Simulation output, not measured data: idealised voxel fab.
The following process module bears the name voxel self aligned vias.
FYI the section here is cut, 290 nm wide, cells are 5 nm squares.
Heads up, the way a cross-section reads in here is a grid of square cells, handed over as bands from the top down, with every band being one or more rows of cells.
Top height, bottom height, nm. Materials left to right, width each, nm. Single material + "all across" = fills band edge to edge. "air" = empty.
For the purposes of this specification, 0 denotes the height below which the wafer in its as-received condition is composed wholly of one material, and the lowermost band, lacking a lower limit, extends downward without end, as expressed in "0 and below".
You'd read "30 to 40" like this: the band's top row of cells is as wide as the first number, its bottom row is as wide as the second, and going down, every row changes width by the same amount as the row before did.
When a step is marked "remains unaltered", none of the cells in the cross-section changed during that step.
Unvented cavities: empty space of 8 cells or more with no open way to the top, each as width x height at its distance from the left edge, in nm
after a step's settings: what the simulator itself notes on the step
The "overlay nm" setting may appear on a step's line; for a step that uses a mask, it gives how far to the right of its planned position the mask lay, and a negative value indicates the left.
From here on the document is pairs. In a pair, the cross-section before one process step comes with the cross-section after it, and the latter goes no deeper than the lowest band that changed. What lies in between, the step and its settings, is written under the pair. A pair may be from a different run of this module on the same starting wafer than the pair above it, so it continues from that pair only where its entry headed "Pre-step view" says so.
## Pre-step view
> 0 and below | Si all across
> Unvented cavities: none
## after
> 10 down to 0 | SiO2 all across
> Note: structure below 0 unchanged.
> Unvented cavities: none
Between the cross-sections above, the step performed was CONFORMAL_DEP (material SiO2; thk nm 10)
Pre-step view: It is represented by the cross-section appearing after the step of the pair directly above.
## after
> 15 down to 10 | SiCN all across
> Note: structure below 10 unchanged.
> Unvented cavities: none
Between the cross-sections above, the step performed was CONFORMAL_DEP (material SiCN; thk nm 5)
Pre-step view: It is represented by the cross-section appearing after the step of the pair directly above.
## after
> 35 down to 15 | lowk all across
> Note: structure below 15 unchanged.
> Unvented cavities: none
Between the cross-sections above, the step performed was DIRECTIONAL_DEP (material lowk; thk nm 20)
Pre-step view: It is represented by the cross-section appearing after the step of the pair directly above.
## after
> 35 down to 15 | 100 of lowk; 25 of air; 40 of lowk; 25 of air; 100 of lowk
> Note: structure below 15 unchanged.
> Unvented cavities: none
Between the cross-sections above, the step performed was MASKED_ETCH (tone open; mask id LINES; width nm 25; pitch nm 65; etch materials lowk; depth nm 20; overlay nm 0)
Pre-step view: It is represented by the cross-section appearing after the step of the pair directly above.
## after
> 40 down to 35 | 105 of TiN; 15 of air; 50 of TiN; 15 of air; 105 of TiN
> 35 down to 20 | 100 of lowk; 5 of TiN; 15 of air; 5 of TiN; 40 of lowk; 5 of TiN; 15 of air; 5 of TiN; 100 of lowk
> 20 down to 15 | 100 of lowk; 25 of TiN; 40 of lowk; 25 of TiN; 100 of lowk
> Note: structure below 15 unchanged.
> Unvented cavities: none
Between the cross-sections above, the step performed was CONFORMAL_DEP (material TiN; thk nm 5)
Pre-step view: It is represented by the cross-section appearing after the step of the pair directly above.
## after
> 50 down to 40 | Ru all across
> 40 down to 35 | 105 of TiN; 15 of Ru; 50 of TiN; 15 of Ru; 105 of TiN
> 35 down to 20 | 100 of lowk; 5 of TiN; 15 of Ru; 5 of TiN; 40 of lowk; 5 of TiN; 15 of Ru; 5 of TiN; 100 of lowk
> Note: structure below 20 unchanged.
> Unvented cavities: none
Between the cross-sections above, the step performed was FILL_DEP (material Ru; thk nm 10)
Pre-step view: It is represented by the cross-section appearing after the step of the pair directly above.
## after
> 35 down to 20 | 100 of lowk; 5 of TiN; 15 of Ru; 5 of TiN; 40 of lowk; 5 of TiN; 15 of Ru; 5 of TiN; 100 of lowk
> Note: structure below 20 unchanged.
> Unvented cavities: none
Between the cross-sections above, the step performed was CMP (height nm 35)
Pre-step view: It is represented by the cross-section appearing after the step of the pair directly above.
## after
> 35 down to 30 | 100 of lowk; 25 of air; 40 of lowk; 25 of air; 100 of lowk
> Note: structure below 30 unchanged.
> Unvented cavities: none
Between the cross-sections above, the step performed was SELECTIVE_ETCH (etch materials W Ru TiN; depth nm 5)
Pre-step view: It is represented by the cross-section appearing after the step of the pair directly above.
## after
> 45 down to 35 | SiN all across
> 35 down to 30 | 100 of lowk; 25 of SiN; 40 of lowk; 25 of SiN; 100 of lowk
> Note: structure below 30 unchanged.
> Unvented cavities: none
Between the cross-sections above, the step performed was FILL_DEP (material SiN; thk nm 10)
Pre-step view: It is represented by the cross-section appearing after the step of the pair directly above.
## after
> 35 down to 30 | 100 of lowk; 25 of SiN; 40 of lowk; 25 of SiN; 100 of lowk
> Note: structure below 30 unchanged.
> Unvented cavities: none
Between the cross-sections above, the step performed was CMP (height nm 35)
Pre-step view: It is represented by the cross-section appearing after the step of the pair directly above.
## after
> 50 down to 35 | lowk all across
> Note: structure below 35 unchanged.
> Unvented cavities: none
Between the cross-sections above, the step performed was DIRECTIONAL_DEP (material lowk; thk nm 15)
Pre-step view: It is represented by the cross-section appearing after the step of the pair directly above.
## after
> 60 down to 50 | aC all across
> Note: structure below 50 unchanged.
> Unvented cavities: none
Between the cross-sections above, the step performed was DIRECTIONAL_DEP (material aC; thk nm 10)
Pre-step view: It is represented by the cross-section appearing after the step of the pair directly above.
## after
> 85 down to 60 | 90 of resist; 45 of air; 20 of resist; 45 of air; 90 of resist
> Note: structure below 60 unchanged.
> Unvented cavities: none
Between the cross-sections above, the step performed was PATTERN (tone open; mask id VIAS; material resist; width nm 45; pitch nm 65; thk nm 25; overlay nm 0)
Pre-step view: It is represented by the cross-section appearing after the step of the pair directly above.
## after
> 75 down to 60 | 90 of resist; 45 of air; 20 of resist; 45 of air; 90 of resist
> 60 down to 50 | 90 of aC; 45 of air; 20 of aC; 45 of air; 90 of aC
> Note: structure below 50 unchanged.
> Unvented cavities: none
Between the cross-sections above, the step performed was DIRECTIONAL_ETCH (etch materials aC; depth nm 10)
Pre-step view: It is represented by the cross-section appearing after the step of the pair directly above.
## after
> 60 down to 50 | 90 of aC; 45 of air; 20 of aC; 45 of air; 90 of aC
> Note: structure below 50 unchanged.
> Unvented cavities: none
Between the cross-sections above, the step performed was STRIP (etch materials resist)
Pre-step view: It is represented by the cross-section appearing after the step of the pair directly above.
## after
> 60 down to 50 | 90 of aC; 45 of air; 20 of aC; 45 of air; 90 of aC
> 50 down to 35 | 90 of lowk; 45 of air; 20 of lowk; 45 of air; 90 of lowk
> Note: structure below 35 unchanged.
> Unvented cavities: none
Between the cross-sections above, the step performed was DIRECTIONAL_ETCH (etch materials lowk; depth nm 15)
Pre-step view: It is represented by the cross-section appearing after the step of the pair directly above.
## after
> 60 down to 50 | 90 of aC; 45 of air; 20 of aC; 45 of air; 90 of aC
> 50 down to 35 | 90 of lowk; 45 of air; 20 of lowk; 45 of air; 90 of lowk
> 35 down to 30 | 100 of lowk; 25 of air; 40 of lowk; 25 of air; 100 of lowk
> Note: structure below 30 unchanged.
> Unvented cavities: none
Between the cross-sections above, the step performed was DIRECTIONAL_ETCH (etch materials SiN; depth nm 5)
Pre-step view: It is represented by the cross-section appearing after the step of the pair directly above.
## after
> 50 down to 35 | 90 of lowk; 45 of air; 20 of lowk; 45 of air; 90 of lowk
> Note: structure below 35 unchanged.
> Unvented cavities: none
Between the cross-sections above, the step performed was STRIP (etch materials aC)
Pre-step view: It is represented by the cross-section appearing after the step of the pair directly above.
## after
> 55 down to 50 | 95 of TiN; 35 of air; 30 of TiN; 35 of air; 95 of TiN
> 50 down to 40 | 90 of lowk; 5 of TiN; 35 of air; 5 of TiN; 20 of lowk; 5 of TiN; 35 of air; 5 of TiN; 90 of lowk
> 40 down to 35 | 90 of lowk; 15 of TiN; 15 of air; 15 of TiN; 20 of lowk; 15 of TiN; 15 of air; 15 of TiN; 90 of lowk
> 35 down to 30 | 100 of lowk; 25 of TiN; 40 of lowk; 25 of TiN; 100 of lowk
> Note: structure below 30 unchanged.
> Unvented cavities: none
Between the cross-sections above, the step performed was CONFORMAL_DEP (material TiN; thk nm 5)
Pre-step view: It is represented by the cross-section appearing after the step of the pair directly above.
## after
> 60 down to 55 | Ru all across
> 55 down to 50 | 95 of TiN; 35 of Ru; 30 of TiN; 35 of Ru; 95 of TiN
> 50 down to 40 | 90 of lowk; 5 of TiN; 35 of Ru; 5 of TiN; 20 of lowk; 5 of TiN; 35 of Ru; 5 of TiN; 90 of lowk
> 40 down to 35 | 90 of lowk; 15 of TiN; 15 of Ru; 15 of TiN; 20 of lowk; 15 of TiN; 15 of Ru; 15 of TiN; 90 of lowk
> Note: structure below 35 unchanged.
> Unvented cavities: none
Between the cross-sections above, the step performed was FILL_DEP (material Ru; thk nm 5)
Pre-step view: It is represented by the cross-section appearing after the step of the pair directly above.
## after
> 50 down to 40 | 90 of lowk; 5 of TiN; 35 of Ru; 5 of TiN; 20 of lowk; 5 of TiN; 35 of Ru; 5 of TiN; 90 of lowk
> Note: structure below 40 unchanged.
> Unvented cavities: none
Between the cross-sections above, the step performed was CMP (height nm 50)
Pre-step view: It is represented by the cross-section appearing after the step of the pair directly above.
## after
> 55 down to 50 | SiCN all across
> Note: structure below 50 unchanged.
> Unvented cavities: none
Between the cross-sections above, the step performed was CONFORMAL_DEP (material SiCN; thk nm 5)
## Pre-step view
> 0 and below | Si all across
> Unvented cavities: none
## after
> 5 down to 0 | SiCN all across
> Note: structure below 0 unchanged.
> Unvented cavities: none
Between the cross-sections above, the step performed was CONFORMAL_DEP (material SiCN; thk nm 5)
Pre-step view: It is represented by the cross-section appearing after the step of the pair directly above.
## after
> 25 down to 5 | lowk all across
> Note: structure below 5 unchanged.
> Unvented cavities: none
Between the cross-sections above, the step performed was DIRECTIONAL_DEP (material lowk; thk nm 20)
Pre-step view: It is represented by the cross-section appearing after the step of the pair directly above.
## after
> 25 down to 5 | 100 of lowk; 25 of air; 40 of lowk; 25 of air; 100 of lowk
> Note: structure below 5 unchanged.
> Unvented cavities: none
Between the cross-sections above, the step performed was MASKED_ETCH (tone open; mask id LINES; width nm 25; pitch nm 65; etch materials lowk; depth nm 20; overlay nm 0)
Pre-step view: It is represented by the cross-section appearing after the step of the pair directly above.
## after
> 30 down to 25 | 105 of TiN; 15 of air; 50 of TiN; 15 of air; 105 of TiN
> 25 down to 10 | 100 of lowk; 5 of TiN; 15 of air; 5 of TiN; 40 of lowk; 5 of TiN; 15 of air; 5 of TiN; 100 of lowk
> 10 down to 5 | 100 of lowk; 25 of TiN; 40 of lowk; 25 of TiN; 100 of lowk
> Note: structure below 5 unchanged.
> Unvented cavities: none
Between the cross-sections above, the step performed was CONFORMAL_DEP (material TiN; thk nm 5)
Pre-step view: It is represented by the cross-section appearing after the step of the pair directly above.
## after
> 40 down to 30 | Ru all across
> 30 down to 25 | 105 of TiN; 15 of Ru; 50 of TiN; 15 of Ru; 105 of TiN
> 25 down to 10 | 100 of lowk; 5 of TiN; 15 of Ru; 5 of TiN; 40 of lowk; 5 of TiN; 15 of Ru; 5 of TiN; 100 of lowk
> Note: structure below 10 unchanged.
> Unvented cavities: none
Between the cross-sections above, the step performed was FILL_DEP (material Ru; thk nm 10)
Pre-step view: It is represented by the cross-section appearing after the step of the pair directly above.
## after
> 35 down to 30 | Ru all across
> Note: structure below 30 unchanged.
> Unvented cavities: none
Between the cross-sections above, the step performed was CMP (height nm 35)
Pre-step view: It is represented by the cross-section appearing after the step of the pair directly above.
## after
> 30 down to 25 | 105 of TiN; 15 of Ru; 50 of TiN; 15 of Ru; 105 of TiN
> Note: structure below 25 unchanged.
> Unvented cavities: none
Between the cross-sections above, the step performed was SELECTIVE_ETCH (etch materials W Ru TiN; depth nm 5)
Pre-step view: It is represented by the cross-section appearing after the step of the pair directly above.
## after
> 40 down to 30 | SiN all across
> Note: structure below 30 unchanged.
> Unvented cavities: none
Between the cross-sections above, the step performed was FILL_DEP (material SiN; thk nm 10)
Pre-step view: It is represented by the cross-section appearing after the step of the pair directly above.
## after
> 35 down to 30 | SiN all across
> Note: structure below 30 unchanged.
> Unvented cavities: none
Between the cross-sections above, the step performed was CMP (height nm 35)
Pre-step view: It is represented by the cross-section appearing after the step of the pair directly above.
## after
> 50 down to 35 | lowk all across
> Note: structure below 35 unchanged.
> Unvented cavities: none
Between the cross-sections above, the step performed was DIRECTIONAL_DEP (material lowk; thk nm 15)
Pre-step view: It is represented by the cross-section appearing after the step of the pair directly above.
## after
> 60 down to 50 | aC all across
> Note: structure below 50 unchanged.
> Unvented cavities: none
Between the cross-sections above, the step performed was DIRECTIONAL_DEP (material aC; thk nm 10)
Pre-step view: It is represented by the cross-section appearing after the step of the pair directly above.
## after
> 85 down to 60 | 90 of resist; 45 of air; 20 of resist; 45 of air; 90 of resist
> Note: structure below 60 unchanged.
> Unvented cavities: none
Between the cross-sections above, the step performed was PATTERN (tone open; mask id VIAS; material resist; width nm 45; pitch nm 65; thk nm 25; overlay nm 0)
Pre-step view: It is represented by the cross-section appearing after the step of the pair directly above.
## after
> 75 down to 60 | 90 of resist; 45 of air; 20 of resist; 45 of air; 90 of resist
> 60 down to 50 | 90 of aC; 45 of air; 20 of aC; 45 of air; 90 of aC
> Note: structure below 50 unchanged.
> Unvented cavities: none
Between the cross-sections above, the step performed was DIRECTIONAL_ETCH (etch materials aC; depth nm 10)
Pre-step view: It is represented by the cross-section appearing after the step of the pair directly above.
## after
> 60 down to 50 | 90 of aC; 45 of air; 20 of aC; 45 of air; 90 of aC
> Note: structure below 50 unchanged.
> Unvented cavities: none
Between the cross-sections above, the step performed was STRIP (etch materials resist)
Pre-step view: It is represented by the cross-section appearing after the step of the pair directly above.
## after
> 60 down to 50 | 90 of aC; 45 of air; 20 of aC; 45 of air; 90 of aC
> 50 down to 35 | 90 of lowk; 45 of air; 20 of lowk; 45 of air; 90 of lowk
> Note: structure below 35 unchanged.
> Unvented cavities: none
Between the cross-sections above, the step performed was DIRECTIONAL_ETCH (etch materials lowk; depth nm 15)
Pre-step view: It is represented by the cross-section appearing after the step of the pair directly above.
## after
> 60 down to 50 | 90 of aC; 45 of air; 20 of aC; 45 of air; 90 of aC
> 50 down to 35 | 90 of lowk; 45 of air; 20 of lowk; 45 of air; 90 of lowk
> 35 down to 30 | 90 of SiN; 45 of air; 20 of SiN; 45 of air; 90 of SiN
> Note: structure below 30 unchanged.
> Unvented cavities: none
Between the cross-sections above, the step performed was DIRECTIONAL_ETCH (etch materials SiN; depth nm 5)
Pre-step view: It is represented by the cross-section appearing after the step of the pair directly above.
## after
> 50 down to 35 | 90 of lowk; 45 of air; 20 of lowk; 45 of air; 90 of lowk
> Note: structure below 35 unchanged.
> Unvented cavities: none
Between the cross-sections above, the step performed was STRIP (etch materials aC)
Pre-step view: It is represented by the cross-section appearing after the step of the pair directly above.
## after
> 55 down to 50 | 95 of TiN; 35 of air; 30 of TiN; 35 of air; 95 of TiN
> 50 down to 35 | 90 of lowk; 5 of TiN; 35 of air; 5 of TiN; 20 of lowk; 5 of TiN; 35 of air; 5 of TiN; 90 of lowk
> 35 down to 30 | 90 of SiN; 45 of TiN; 20 of SiN; 45 of TiN; 90 of SiN
> Note: structure below 30 unchanged.
> Unvented cavities: none
Between the cross-sections above, the step performed was CONFORMAL_DEP (material TiN; thk nm 5)
Pre-step view: It is represented by the cross-section appearing after the step of the pair directly above.
## after
> 60 down to 55 | Ru all across
> 55 down to 50 | 95 of TiN; 35 of Ru; 30 of TiN; 35 of Ru; 95 of TiN
> 50 down to 35 | 90 of lowk; 5 of TiN; 35 of Ru; 5 of TiN; 20 of lowk; 5 of TiN; 35 of Ru; 5 of TiN; 90 of lowk
> Note: structure below 35 unchanged.
> Unvented cavities: none
Between the cross-sections above, the step performed was FILL_DEP (material Ru; thk nm 5)
Pre-step view: It is represented by the cross-section appearing after the step of the pair directly above.
## after
> 50 down to 35 | 90 of lowk; 5 of TiN; 35 of Ru; 5 of TiN; 20 of lowk; 5 of TiN; 35 of Ru; 5 of TiN; 90 of lowk
> Note: structure below 35 unchanged.
> Unvented cavities: none
Between the cross-sections above, the step performed was CMP (height nm 50)
Pre-step view: It is represented by the cross-section appearing after the step of the pair directly above.
## after
> 55 down to 50 | SiCN all across
> Note: structure below 50 unchanged.
> Unvented cavities: none
Between the cross-sections above, the step performed was CONFORMAL_DEP (material SiCN; thk nm 5)
## Pre-step view
> 60 down to 50 | 90 of aC; 45 of air; 20 of aC; 45 of air; 90 of aC
> 50 down to 35 | 90 of lowk; 45 of air; 20 of lowk; 45 of air; 90 of lowk
> 35 down to 30 | 100 of lowk; 25 of SiN; 40 of lowk; 25 of SiN; 100 of lowk
> 30 down to 20 | 100 of lowk; 5 of TiN; 15 of Ru; 5 of TiN; 40 of lowk; 5 of TiN; 15 of Ru; 5 of TiN; 100 of lowk
> 20 down to 15 | 100 of lowk; 25 of TiN; 40 of lowk; 25 of TiN; 100 of lowk
> 15 down to 10 | SiCN all across
> 10 down to 0 | SiO2 all across
> 0 and below | Si all across
> Unvented cavities: none
## after
> 60 down to 50 | 90 of aC; 45 of air; 20 of aC; 45 of air; 90 of aC
> 50 down to 35 | 90 of lowk; 45 of air; 20 of lowk; 45 of air; 90 of lowk
> 35 down to 30 | 90 of lowk; 10 of air; 25 of SiN; 10 of air; 20 of lowk; 10 of air; 25 of SiN; 10 of air; 90 of lowk
> 30 down to 20 | 90 of lowk; 10 of air; 5 of TiN; 15 of Ru; 5 of TiN; 10 of air; 20 of lowk; 10 of air; 5 of TiN; 15 of Ru; 5 of TiN; 10 of air; 90 of lowk
> Note: structure below 20 unchanged.
> Unvented cavities: none
Between the cross-sections above, the step performed was DIRECTIONAL_ETCH (etch materials lowk; depth nm 15)
Pre-step view: It is represented by the cross-section appearing after the step of the pair directly above.
## after
> 60 down to 50 | 90 of aC; 45 of air; 20 of aC; 45 of air; 90 of aC
> 50 down to 30 | 90 of lowk; 45 of air; 20 of lowk; 45 of air; 90 of lowk
> Note: structure below 30 unchanged.
> Unvented cavities: none
Between the cross-sections above, the step performed was DIRECTIONAL_ETCH (etch materials SiN; depth nm 5)
Pre-step view: It is represented by the cross-section appearing after the step of the pair directly above.
## after
> 50 down to 30 | 90 of lowk; 45 of air; 20 of lowk; 45 of air; 90 of lowk
> Note: structure below 30 unchanged.
> Unvented cavities: none
Between the cross-sections above, the step performed was STRIP (etch materials aC)
Pre-step view: It is represented by the cross-section appearing after the step of the pair directly above.
## after
> 55 down to 50 | 95 of TiN; 35 of air; 30 of TiN; 35 of air; 95 of TiN
> 50 down to 35 | 90 of lowk; 5 of TiN; 35 of air; 5 of TiN; 20 of lowk; 5 of TiN; 35 of air; 5 of TiN; 90 of lowk
> 35 down to 30 | 90 of lowk; 45 of TiN; 20 of lowk; 45 of TiN; 90 of lowk
> 30 down to 20 | 90 of lowk; 15 of TiN; 15 of Ru; 15 of TiN; 20 of lowk; 15 of TiN; 15 of Ru; 15 of TiN; 90 of lowk
> Note: structure below 20 unchanged.
> Unvented cavities: none
Between the cross-sections above, the step performed was CONFORMAL_DEP (material TiN; thk nm 5)
Pre-step view: It is represented by the cross-section appearing after the step of the pair directly above.
## after
> 60 down to 55 | Ru all across
> 55 down to 50 | 95 of TiN; 35 of Ru; 30 of TiN; 35 of Ru; 95 of TiN
> 50 down to 35 | 90 of lowk; 5 of TiN; 35 of Ru; 5 of TiN; 20 of lowk; 5 of TiN; 35 of Ru; 5 of TiN; 90 of lowk
> Note: structure below 35 unchanged.
> Unvented cavities: none
Between the cross-sections above, the step performed was FILL_DEP (material Ru; thk nm 5)
Pre-step view: It is represented by the cross-section appearing after the step of the pair directly above.
## after
> 50 down to 35 | 90 of lowk; 5 of TiN; 35 of Ru; 5 of TiN; 20 of lowk; 5 of TiN; 35 of Ru; 5 of TiN; 90 of lowk
> Note: structure below 35 unchanged.
> Unvented cavities: none
Between the cross-sections above, the step performed was CMP (height nm 50)
Pre-step view: It is represented by the cross-section appearing after the step of the pair directly above.
## after
> 55 down to 50 | SiCN all across
> Note: structure below 50 unchanged.
> Unvented cavities: none
Between the cross-sections above, the step performed was CONFORMAL_DEP (material SiCN; thk nm 5)
## Pre-step view
> 10 down to 0 | SiO2 all across
> 0 and below | Si all across
> Unvented cavities: none
## after
> 30 down to 10 | lowk all across
> Note: structure below 10 unchanged.
> Unvented cavities: none
Between the cross-sections above, the step performed was DIRECTIONAL_DEP (material lowk; thk nm 20)
Pre-step view: It is represented by the cross-section appearing after the step of the pair directly above.
## after
> 35 down to 30 | SiCN all across
> Note: structure below 30 unchanged.
> Unvented cavities: none
Between the cross-sections above, the step performed was CONFORMAL_DEP (material SiCN; thk nm 5)
Pre-step view: It is represented by the cross-section appearing after the step of the pair directly above.
## after
> 40 down to 35 | TiN all across
> Note: structure below 35 unchanged.
> Unvented cavities: none
Between the cross-sections above, the step performed was CONFORMAL_DEP (material TiN; thk nm 5)
Pre-step view: It is represented by the cross-section appearing after the step of the pair directly above.
## after
> 50 down to 40 | Ru all across
> Note: structure below 40 unchanged.
> Unvented cavities: none
Between the cross-sections above, the step performed was FILL_DEP (material Ru; thk nm 10)
Pre-step view: It is represented by the cross-section appearing after the step of the pair directly above.
## after
> 35 down to 30 | SiCN all across
> Note: structure below 30 unchanged.
> Unvented cavities: none
Between the cross-sections above, the step performed was CMP (height nm 35)
Pre-step view: It is represented by the cross-section appearing after the step of the pair directly above.
## after
> 45 down to 35 | SiN all across
> Note: structure below 35 unchanged.
> Unvented cavities: none
Between the cross-sections above, the step performed was FILL_DEP (material SiN; thk nm 10)
Pre-step view: It is represented by the cross-section appearing after the step of the pair directly above.
## after
> 35 down to 30 | SiCN all across
> Note: structure below 30 unchanged.
> Unvented cavities: none
Between the cross-sections above, the step performed was CMP (height nm 35)
Pre-step view: It is represented by the cross-section appearing after the step of the pair directly above.
## after
> 50 down to 35 | lowk all across
> Note: structure below 35 unchanged.
> Unvented cavities: none
Between the cross-sections above, the step performed was DIRECTIONAL_DEP (material lowk; thk nm 15)
Pre-step view: It is represented by the cross-section appearing after the step of the pair directly above.
## after
> 60 down to 50 | aC all across
> Note: structure below 50 unchanged.
> Unvented cavities: none
Between the cross-sections above, the step performed was DIRECTIONAL_DEP (material aC; thk nm 10)
Pre-step view: It is represented by the cross-section appearing after the step of the pair directly above.
## after
> 85 down to 60 | 90 of resist; 45 of air; 20 of resist; 45 of air; 90 of resist
> Note: structure below 60 unchanged.
> Unvented cavities: none
Between the cross-sections above, the step performed was PATTERN (tone open; mask id VIAS; material resist; width nm 45; pitch nm 65; thk nm 25; overlay nm 0)
Pre-step view: It is represented by the cross-section appearing after the step of the pair directly above.
## after
> 75 down to 60 | 90 of resist; 45 of air; 20 of resist; 45 of air; 90 of resist
> 60 down to 50 | 90 of aC; 45 of air; 20 of aC; 45 of air; 90 of aC
> Note: structure below 50 unchanged.
> Unvented cavities: none
Between the cross-sections above, the step performed was DIRECTIONAL_ETCH (etch materials aC; depth nm 10)
Pre-step view: It is represented by the cross-section appearing after the step of the pair directly above.
## after
> 60 down to 50 | 90 of aC; 45 of air; 20 of aC; 45 of air; 90 of aC
> Note: structure below 50 unchanged.
> Unvented cavities: none
Between the cross-sections above, the step performed was STRIP (etch materials resist)
Pre-step view: It is represented by the cross-section appearing after the step of the pair directly above.
## after
> 60 down to 50 | 90 of aC; 45 of air; 20 of aC; 45 of air; 90 of aC
> 50 down to 35 | 90 of lowk; 45 of air; 20 of lowk; 45 of air; 90 of lowk
> Note: structure below 35 unchanged.
> Unvented cavities: none
Between the cross-sections above, the step performed was DIRECTIONAL_ETCH (etch materials lowk; depth nm 15)
Pre-step view: It is represented by the cross-section appearing after the step of the pair directly above.
## after
> 50 down to 35 | 90 of lowk; 45 of air; 20 of lowk; 45 of air; 90 of lowk
> Note: structure below 35 unchanged.
> Unvented cavities: none
Between the cross-sections above, the step performed was STRIP (etch materials aC)
Pre-step view: It is represented by the cross-section appearing after the step of the pair directly above.
## after
> 55 down to 50 | 95 of TiN; 35 of air; 30 of TiN; 35 of air; 95 of TiN
> 50 down to 40 | 90 of lowk; 5 of TiN; 35 of air; 5 of TiN; 20 of lowk; 5 of TiN; 35 of air; 5 of TiN; 90 of lowk
> 40 down to 35 | 90 of lowk; 45 of TiN; 20 of lowk; 45 of TiN; 90 of lowk
> Note: structure below 35 unchanged.
> Unvented cavities: none
Between the cross-sections above, the step performed was CONFORMAL_DEP (material TiN; thk nm 5)
Pre-step view: It is represented by the cross-section appearing after the step of the pair directly above.
## after
> 60 down to 55 | Ru all across
> 55 down to 50 | 95 of TiN; 35 of Ru; 30 of TiN; 35 of Ru; 95 of TiN
> 50 down to 40 | 90 of lowk; 5 of TiN; 35 of Ru; 5 of TiN; 20 of lowk; 5 of TiN; 35 of Ru; 5 of TiN; 90 of lowk
> Note: structure below 40 unchanged.
> Unvented cavities: none
Between the cross-sections above, the step performed was FILL_DEP (material Ru; thk nm 5)
Pre-step view: It is represented by the cross-section appearing after the step of the pair directly above.
## after
> 50 down to 40 | 90 of lowk; 5 of TiN; 35 of Ru; 5 of TiN; 20 of lowk; 5 of TiN; 35 of Ru; 5 of TiN; 90 of lowk
> Note: structure below 40 unchanged.
> Unvented cavities: none
Between the cross-sections above, the step performed was CMP (height nm 50)
Pre-step view: It is represented by the cross-section appearing after the step of the pair directly above.
## after
> 55 down to 50 | SiCN all across
> Note: structure below 50 unchanged.
> Unvented cavities: none
Between the cross-sections above, the step performed was CONFORMAL_DEP (material SiCN; thk nm 5)
## Pre-step view
> 60 down to 50 | 90 of aC; 45 of air; 20 of aC; 45 of air; 90 of aC
> 50 down to 35 | lowk all across
> 35 down to 30 | 100 of lowk; 25 of SiN; 40 of lowk; 25 of SiN; 100 of lowk
> 30 down to 20 | 100 of lowk; 5 of TiN; 15 of Ru; 5 of TiN; 40 of lowk; 5 of TiN; 15 of Ru; 5 of TiN; 100 of lowk
> 20 down to 15 | 100 of lowk; 25 of TiN; 40 of lowk; 25 of TiN; 100 of lowk
> 15 down to 10 | SiCN all across
> 10 down to 0 | SiO2 all across
> 0 and below | Si all across
> Unvented cavities: none
## after
> 60 down to 50 | 90 of aC; 45 of air; 20 of aC; 45 of air; 90 of aC
> 50 down to 35 | 90 of lowk; 45 of air; 20 of lowk; 45 of air; 90 of lowk
> 35 down to 30 | 90 of lowk; 10 of air; 25 of SiN; 10 of air; 20 of lowk; 10 of air; 25 of SiN; 10 of air; 90 of lowk
> Note: structure below 30 unchanged.
> Unvented cavities: none
Between the cross-sections above, the step performed was DIRECTIONAL_ETCH (etch materials lowk; depth nm 20)
Pre-step view: It is represented by the cross-section appearing after the step of the pair directly above.
## after
> 60 down to 50 | 90 of aC; 45 of air; 20 of aC; 45 of air; 90 of aC
> 50 down to 30 | 90 of lowk; 45 of air; 20 of lowk; 45 of air; 90 of lowk
> Note: structure below 30 unchanged.
> Unvented cavities: none
Between the cross-sections above, the step performed was DIRECTIONAL_ETCH (etch materials SiN; depth nm 5)
Pre-step view: It is represented by the cross-section appearing after the step of the pair directly above.
## after
> 50 down to 30 | 90 of lowk; 45 of air; 20 of lowk; 45 of air; 90 of lowk
> Note: structure below 30 unchanged.
> Unvented cavities: none
Between the cross-sections above, the step performed was STRIP (etch materials aC)
Pre-step view: It is represented by the cross-section appearing after the step of the pair directly above.
## after
> 55 down to 50 | 95 of TiN; 35 of air; 30 of TiN; 35 of air; 95 of TiN
> 50 down to 35 | 90 of lowk; 5 of TiN; 35 of air; 5 of TiN; 20 of lowk; 5 of TiN; 35 of air; 5 of TiN; 90 of lowk
> 35 down to 30 | 90 of lowk; 45 of TiN; 20 of lowk; 45 of TiN; 90 of lowk
> Note: structure below 30 unchanged.
> Unvented cavities: none
Between the cross-sections above, the step performed was CONFORMAL_DEP (material TiN; thk nm 5)
Pre-step view: It is represented by the cross-section appearing after the step of the pair directly above.
## after
> 60 down to 55 | Ru all across
> 55 down to 50 | 95 of TiN; 35 of Ru; 30 of TiN; 35 of Ru; 95 of TiN
> 50 down to 35 | 90 of lowk; 5 of TiN; 35 of Ru; 5 of TiN; 20 of lowk; 5 of TiN; 35 of Ru; 5 of TiN; 90 of lowk
> Note: structure below 35 unchanged.
> Unvented cavities: none
Between the cross-sections above, the step performed was FILL_DEP (material Ru; thk nm 5)
Pre-step view: It is represented by the cross-section appearing after the step of the pair directly above.
## after
> 50 down to 35 | 90 of lowk; 5 of TiN; 35 of Ru; 5 of TiN; 20 of lowk; 5 of TiN; 35 of Ru; 5 of TiN; 90 of lowk
> Note: structure below 35 unchanged.
> Unvented cavities: none
Between the cross-sections above, the step performed was CMP (height nm 50)
Pre-step view: It is represented by the cross-section appearing after the step of the pair directly above.
## after
> 55 down to 50 | SiCN all across
> Note: structure below 50 unchanged.
> Unvented cavities: none
Between the cross-sections above, the step performed was CONFORMAL_DEP (material SiCN; thk nm 5)
## Pre-step view
> 60 down to 50 | aC all across
> 50 down to 35 | lowk all across
> 35 down to 30 | 100 of lowk; 25 of SiN; 40 of lowk; 25 of SiN; 100 of lowk
> 30 down to 20 | 100 of lowk; 5 of TiN; 15 of Ru; 5 of TiN; 40 of lowk; 5 of TiN; 15 of Ru; 5 of TiN; 100 of lowk
> 20 down to 15 | 100 of lowk; 25 of TiN; 40 of lowk; 25 of TiN; 100 of lowk
> 15 down to 10 | SiCN all across
> 10 down to 0 | SiO2 all across
> 0 and below | Si all across
> Unvented cavities: none
## after
> 85 down to 60 | 90 of resist; 50 of air; 15 of resist; 50 of air; 85 of resist
> Note: structure below 60 unchanged.
> Unvented cavities: none
Between the cross-sections above, the step performed was PATTERN (tone open; mask id VIAS; material resist; width nm 50; pitch nm 65; thk nm 25; overlay nm 0)
Pre-step view: It is represented by the cross-section appearing after the step of the pair directly above.
## after
> 75 down to 60 | 90 of resist; 50 of air; 15 of resist; 50 of air; 85 of resist
> 60 down to 50 | 90 of aC; 50 of air; 15 of aC; 50 of air; 85 of aC
> Note: structure below 50 unchanged.
> Unvented cavities: none
Between the cross-sections above, the step performed was DIRECTIONAL_ETCH (etch materials aC; depth nm 10)
Pre-step view: It is represented by the cross-section appearing after the step of the pair directly above.
## after
> 60 down to 50 | 90 of aC; 50 of air; 15 of aC; 50 of air; 85 of aC
> Note: structure below 50 unchanged.
> Unvented cavities: none
Between the cross-sections above, the step performed was STRIP (etch materials resist)
